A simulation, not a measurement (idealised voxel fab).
voxel self aligned contacts: a process module
Cross-section cut: width 220 nm, square cells of 5 nm.
Heads up, the way a cross-section reads in here is a grid of square cells, handed over as bands from the top down, with every band being one or more rows of cells. Heights first: top, then bottom, in nm. Then materials, left to right, each with a width in nm. "edge to edge" on a single material: fills the band edge to edge. "air": empty space. For the purposes of this specification, 0 denotes the height below which the wafer in its as-received condition is composed wholly of one material, and the lowermost band, lacking a lower limit, extends downward without end, as expressed in "from 0 down". Width: "30->40" (first number = top row, second number = bottom row, same change from row to row of cells). "nothing changed" means the step left every cell of the cross-section as it was. Heads up: "Trapped voids" only lists the empty pockets with no open path to the top that are 8 cells or more, and it writes them as width x height at distance, distance from the left edge, in nm. What comes after the settings on a step's line is commentary from the simulator itself on that step. overlay nm, on a step with a mask: how far to the right of its planned place the mask lay; to the left if negative.
Steps in the process plan
1 RECEIVE: material Si
2 OXIDIZE: depth nm 5
3 DIRECTIONAL_DEP: material polySi, thk nm 25
4 DIRECTIONAL_DEP: material SiN, thk nm 20
5 PATTERN: tone cover, mask id GATE, material resist, width nm 25, pitch nm 55, thk nm 20, overlay nm 0
6 DIRECTIONAL_ETCH: etch materials SiN, depth nm 20
7 DIRECTIONAL_ETCH: etch materials polySi, depth nm 25
8 STRIP: etch materials resist
9 CONFORMAL_DEP: material SiN, thk nm 5
10 DIRECTIONAL_ETCH: etch materials SiN, depth nm 5
11 FILL_DEP: material SiO2, thk nm 15
12 CMP: height nm 50
13 PATTERN: tone open, mask id CONTACT, material resist, width nm 40, thk nm 20, overlay nm 0
14 DIRECTIONAL_ETCH: etch materials SiO2, depth nm 55
15 STRIP: etch materials resist
16 CONFORMAL_DEP: material TiN, thk nm 5
17 FILL_DEP: material Ru, thk nm 10
18 CMP: height nm 50
19 CONFORMAL_DEP: material SiN, thk nm 5
First wafer out of two, processed as planned
Step 1 complete: cross-section of the wafer as received
* from 0 down  Si edge to edge
* Trapped voids: none
State of the wafer after step 2, shown in cross-section
* from 0 to -5  SiO2 edge to edge
* Note: structure below -5 unchanged.
State of the wafer after step 3, shown in cross-section
* from 25 to 0  polySi edge to edge
* Note: structure below 0 unchanged.
State of the wafer after step 4, shown in cross-section
* from 45 to 25  SiN edge to edge
* Note: structure below 25 unchanged.
State of the wafer after step 5, shown in cross-section
* from 65 to 45  70 nm air  25 nm resist  30 nm air  25 nm resist  70 nm air
* Note: structure below 45 unchanged.
State of the wafer after step 6, shown in cross-section
* from 65 to 45  70 nm air  25 nm resist  30 nm air  25 nm resist  70 nm air
* from 45 to 25  70 nm air  25 nm SiN  30 nm air  25 nm SiN  70 nm air
* Note: structure below 25 unchanged.
State of the wafer after step 7, shown in cross-section
* from 65 to 45  70 nm air  25 nm resist  30 nm air  25 nm resist  70 nm air
* from 45 to 25  70 nm air  25 nm SiN  30 nm air  25 nm SiN  70 nm air
* from 25 to 0  70 nm air  25 nm polySi  30 nm air  25 nm polySi  70 nm air
* Note: structure below 0 unchanged.
State of the wafer after step 8, shown in cross-section
* from 45 to 25  70 nm air  25 nm SiN  30 nm air  25 nm SiN  70 nm air
* Note: structure below 25 unchanged.
State of the wafer after step 9, shown in cross-section
* from 50 to 25  65 nm air  35 nm SiN  20 nm air  35 nm SiN  65 nm air
* from 25 to 5  65 nm air  5 nm SiN  25 nm polySi  5 nm SiN  20 nm air  5 nm SiN  25 nm polySi  5 nm SiN  65 nm air
* from 5 to 0  70 nm SiN  25 nm polySi  30 nm SiN  25 nm polySi  70 nm SiN
* Note: structure below 0 unchanged.
State of the wafer after step 10, shown in cross-section
* from 45 to 25  65 nm air  35 nm SiN  20 nm air  35 nm SiN  65 nm air
* from 25 to 0  65 nm air  5 nm SiN  25 nm polySi  5 nm SiN  20 nm air  5 nm SiN  25 nm polySi  5 nm SiN  65 nm air
* Note: structure below 0 unchanged.
State of the wafer after step 11, shown in cross-section
* from 60 to 45  SiO2 edge to edge
* from 45 to 25  65 nm SiO2  35 nm SiN  20 nm SiO2  35 nm SiN  65 nm SiO2
* from 25 to 0  65 nm SiO2  5 nm SiN  25 nm polySi  5 nm SiN  20 nm SiO2  5 nm SiN  25 nm polySi  5 nm SiN  65 nm SiO2
* Note: structure below 0 unchanged.
State of the wafer after step 12, shown in cross-section
* from 50 to 45  SiO2 edge to edge
* Note: structure below 45 unchanged.
State of the wafer after step 13, shown in cross-section
* from 70 to 50  90 nm resist  40 nm air  90 nm resist
* Note: structure below 50 unchanged.
State of the wafer after step 14, shown in cross-section
* from 70 to 50  90 nm resist  40 nm air  90 nm resist
* from 50 to 45  90 nm SiO2  40 nm air  90 nm SiO2
* from 45 to 25  65 nm SiO2  35 nm SiN  20 nm air  35 nm SiN  65 nm SiO2
* from 25 to 0  65 nm SiO2  5 nm SiN  25 nm polySi  5 nm SiN  20 nm air  5 nm SiN  25 nm polySi  5 nm SiN  65 nm SiO2
* from 0 to -5  100 nm SiO2  20 nm air  100 nm SiO2
* Note: structure below -5 unchanged.
State of the wafer after step 15, shown in cross-section
* from 50 to 45  90 nm SiO2  40 nm air  90 nm SiO2
* Note: structure below 45 unchanged.
State of the wafer after step 16, shown in cross-section
* from 55 to 50  95 nm TiN  30 nm air  95 nm TiN
* from 50 to 45  90 nm SiO2  15 nm TiN  10 nm air  15 nm TiN  90 nm SiO2
* from 45 to 25  65 nm SiO2  35 nm SiN  5 nm TiN  10 nm air  5 nm TiN  35 nm SiN  65 nm SiO2
* from 25 to 0  65 nm SiO2  5 nm SiN  25 nm polySi  5 nm SiN  5 nm TiN  10 nm air  5 nm TiN  5 nm SiN  25 nm polySi  5 nm SiN  65 nm SiO2
* from 0 to -5  100 nm SiO2  20 nm TiN  100 nm SiO2
* Note: structure below -5 unchanged.
State of the wafer after step 17, shown in cross-section
* from 65 to 55  Ru edge to edge
* from 55 to 50  95 nm TiN  30 nm Ru  95 nm TiN
* from 50 to 45  90 nm SiO2  15 nm TiN  10 nm Ru  15 nm TiN  90 nm SiO2
* from 45 to 25  65 nm SiO2  35 nm SiN  5 nm TiN  10 nm Ru  5 nm TiN  35 nm SiN  65 nm SiO2
* from 25 to 0  65 nm SiO2  5 nm SiN  25 nm polySi  5 nm SiN  5 nm TiN  10 nm Ru  5 nm TiN  5 nm SiN  25 nm polySi  5 nm SiN  65 nm SiO2
* Note: structure below 0 unchanged.
State of the wafer after step 18, shown in cross-section
* from 50 to 45  90 nm SiO2  15 nm TiN  10 nm Ru  15 nm TiN  90 nm SiO2
* Note: structure below 45 unchanged.
State of the wafer after step 19, shown in cross-section
* from 55 to 50  SiN edge to edge
* Note: structure below 50 unchanged.
The remaining wafer, second of the two, started like the first and was run to the same plan, except that one mistake was made along the way; the two coincide through step 4, inclusive
At the planned end of step 5, the second wafer in cross-section
* from 65 to 45  75 nm air  25 nm resist  30 nm air  25 nm resist  65 nm air
* Note: structure below 45 unchanged.
At the planned end of step 6, the second wafer in cross-section
* from 65 to 45  75 nm air  25 nm resist  30 nm air  25 nm resist  65 nm air
* from 45 to 25  75 nm air  25 nm SiN  30 nm air  25 nm SiN  65 nm air
* Note: structure below 25 unchanged.
At the planned end of step 7, the second wafer in cross-section
* from 65 to 45  75 nm air  25 nm resist  30 nm air  25 nm resist  65 nm air
* from 45 to 25  75 nm air  25 nm SiN  30 nm air  25 nm SiN  65 nm air
* from 25 to 0  75 nm air  25 nm polySi  30 nm air  25 nm polySi  65 nm air
* Note: structure below 0 unchanged.
At the planned end of step 8, the second wafer in cross-section
* from 45 to 25  75 nm air  25 nm SiN  30 nm air  25 nm SiN  65 nm air
* Note: structure below 25 unchanged.
At the planned end of step 9, the second wafer in cross-section
* from 50 to 25  70 nm air  35 nm SiN  20 nm air  35 nm SiN  60 nm air
* from 25 to 5  70 nm air  5 nm SiN  25 nm polySi  5 nm SiN  20 nm air  5 nm SiN  25 nm polySi  5 nm SiN  60 nm air
* from 5 to 0  75 nm SiN  25 nm polySi  30 nm SiN  25 nm polySi  65 nm SiN
* Note: structure below 0 unchanged.
At the planned end of step 10, the second wafer in cross-section
* from 45 to 25  70 nm air  35 nm SiN  20 nm air  35 nm SiN  60 nm air
* from 25 to 0  70 nm air  5 nm SiN  25 nm polySi  5 nm SiN  20 nm air  5 nm SiN  25 nm polySi  5 nm SiN  60 nm air
* Note: structure below 0 unchanged.
At the planned end of step 11, the second wafer in cross-section
* from 60 to 45  SiO2 edge to edge
* from 45 to 25  70 nm SiO2  35 nm SiN  20 nm SiO2  35 nm SiN  60 nm SiO2
* from 25 to 0  70 nm SiO2  5 nm SiN  25 nm polySi  5 nm SiN  20 nm SiO2  5 nm SiN  25 nm polySi  5 nm SiN  60 nm SiO2
* Note: structure below 0 unchanged.
At the planned end of step 12, the second wafer in cross-section
* from 50 to 45  SiO2 edge to edge
* Note: structure below 45 unchanged.
At the planned end of step 13, the second wafer in cross-section
* from 70 to 50  90 nm resist  40 nm air  90 nm resist
* Note: structure below 50 unchanged.
At the planned end of step 14, the second wafer in cross-section
* from 70 to 50  90 nm resist  40 nm air  90 nm resist
* from 50 to 45  90 nm SiO2  40 nm air  90 nm SiO2
* from 45 to 25  70 nm SiO2  35 nm SiN  20 nm air  35 nm SiN  60 nm SiO2
* from 25 to 0  70 nm SiO2  5 nm SiN  25 nm polySi  5 nm SiN  20 nm air  5 nm SiN  25 nm polySi  5 nm SiN  60 nm SiO2
* from 0 to -5  105 nm SiO2  20 nm air  95 nm SiO2
* Note: structure below -5 unchanged.
At the planned end of step 15, the second wafer in cross-section
* from 50 to 45  90 nm SiO2  40 nm air  90 nm SiO2
* Note: structure below 45 unchanged.
At the planned end of step 16, the second wafer in cross-section
* from 55 to 50  95 nm TiN  30 nm air  95 nm TiN
* from 50 to 45  90 nm SiO2  20 nm TiN  10 nm air  10 nm TiN  90 nm SiO2
* from 45 to 25  70 nm SiO2  35 nm SiN  5 nm TiN  10 nm air  5 nm TiN  35 nm SiN  60 nm SiO2
* from 25 to 0  70 nm SiO2  5 nm SiN  25 nm polySi  5 nm SiN  5 nm TiN  10 nm air  5 nm TiN  5 nm SiN  25 nm polySi  5 nm SiN  60 nm SiO2
* from 0 to -5  105 nm SiO2  20 nm TiN  95 nm SiO2
* Note: structure below -5 unchanged.
At the planned end of step 17, the second wafer in cross-section
* from 65 to 55  Ru edge to edge
* from 55 to 50  95 nm TiN  30 nm Ru  95 nm TiN
* from 50 to 45  90 nm SiO2  20 nm TiN  10 nm Ru  10 nm TiN  90 nm SiO2
* from 45 to 25  70 nm SiO2  35 nm SiN  5 nm TiN  10 nm Ru  5 nm TiN  35 nm SiN  60 nm SiO2
* from 25 to 0  70 nm SiO2  5 nm SiN  25 nm polySi  5 nm SiN  5 nm TiN  10 nm Ru  5 nm TiN  5 nm SiN  25 nm polySi  5 nm SiN  60 nm SiO2
* Note: structure below 0 unchanged.
At the planned end of step 18, the second wafer in cross-section
* from 50 to 45  90 nm SiO2  20 nm TiN  10 nm Ru  10 nm TiN  90 nm SiO2
* Note: structure below 45 unchanged.
At the planned end of step 19, the second wafer in cross-section
* from 55 to 50  SiN edge to edge
* Note: structure below 50 unchanged.
Nonconformance to the process plan: step 5 deviated from plan and actually ran as PATTERN: tone cover, mask id GATE, material resist, width nm 25, pitch nm 55, thk nm 20, overlay nm 5
at the end the second wafer has, in cells: as many of each material as the first, in other places
